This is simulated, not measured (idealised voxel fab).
process module | voxel gate over fins
cross-section cut | 230 nm wide | cells 5 nm
A cross-section is a grid of square cells, given in bands from the top down. A band is one or more rows of cells.
Each band's line starts with the height of the band's top and of its bottom, in nm. Then come its materials from left to right, each with its width in nm. One material with "throughout" fills the band from edge to edge. "air" is empty space.
Height 0 is the level under which the wafer as received is all one material. The lowest band goes on downwards, as in "0 down".
A width such as "30 to 40" changes by the same amount from each row of cells to the next, from the band's top row to its bottom row.
"no change" after a step means that no cell of the cross-section changed.
closed voids: empty space of 8 cells or more with no open way to the top, each as width x height at its distance from the left edge, in nm
after a step's settings: what the simulator itself notes on the step
overlay nm, on a step with a mask: how far to the right of its planned place the mask lay; to the left if negative
plan
1 op RECEIVE | material Si
2 op CONFORMAL_DEP | material SiN | thk nm 10
3 op PATTERN | tone cover | mask id FINS | material resist | width nm 15 | pitch nm 50 | thk nm 15 | overlay nm 0
4 op DIRECTIONAL_ETCH | etch materials SiN | depth nm 10
5 op DIRECTIONAL_ETCH | etch materials Si | depth nm 35
6 op STRIP | etch materials resist
7 op OXIDIZE | depth nm 5
8 op FILL_DEP | material SiO2 | thk nm 5
9 op CMP | height nm 10
10 op DIRECTIONAL_DEP | material aC | thk nm 10
11 op PATTERN | tone open | mask id RAIL | material resist | width nm 15 | thk nm 30 | overlay nm 0
12 op DIRECTIONAL_ETCH | etch materials aC | depth nm 10
13 op STRIP | etch materials resist
14 op DIRECTIONAL_ETCH | etch materials SiO2 | depth nm 40
15 op STRIP | etch materials aC
16 op CONFORMAL_DEP | material TiN | thk nm 5
17 op FILL_DEP | material W | thk nm 10
18 op CMP | height nm 10
19 op SELECTIVE_ETCH | etch materials W Ru TiN | depth nm 25
20 op FILL_DEP | material SiO2 | thk nm 5
21 op CMP | height nm 10
22 op SELECTIVE_ETCH | etch materials SiO2 | depth nm 20
23 op STRIP | etch materials SiN
24 op CONFORMAL_DEP | material HfO2 | thk nm 5
25 op CONFORMAL_DEP | material TiN | thk nm 5
26 op CONFORMAL_DEP | material TiAl | thk nm 5
27 op CONFORMAL_DEP | material TiN | thk nm 5
28 op FILL_DEP | material W | thk nm 15
29 op CMP | height nm 30
30 op CONFORMAL_DEP | material SiCN | thk nm 5
varied across the wafers: width nm of step 11. The plan shows the first wafer's value. All wafers start alike
first wafer as received, after step 1
  0 down: Si throughout
  closed voids: none
each wafer at the end: cells of each material gained (+) or lost (-) since it was received, then its closed voids
width nm 15 | +58 HfO2 | -344 Si | +46 SiCN | +249 SiO2 | +58 TiAl | +123 TiN | +132 W | closed voids: none
width nm 20 | +58 HfO2 | -344 Si | +46 SiCN | +246 SiO2 | +58 TiAl | +124 TiN | +134 W | closed voids: none
width nm 25 | +58 HfO2 | -344 Si | +46 SiCN | +243 SiO2 | +58 TiAl | +125 TiN | +136 W | closed voids: none
width nm 30 | +58 HfO2 | -344 Si | +46 SiCN | +240 SiO2 | +58 TiAl | +126 TiN | +138 W | closed voids: none
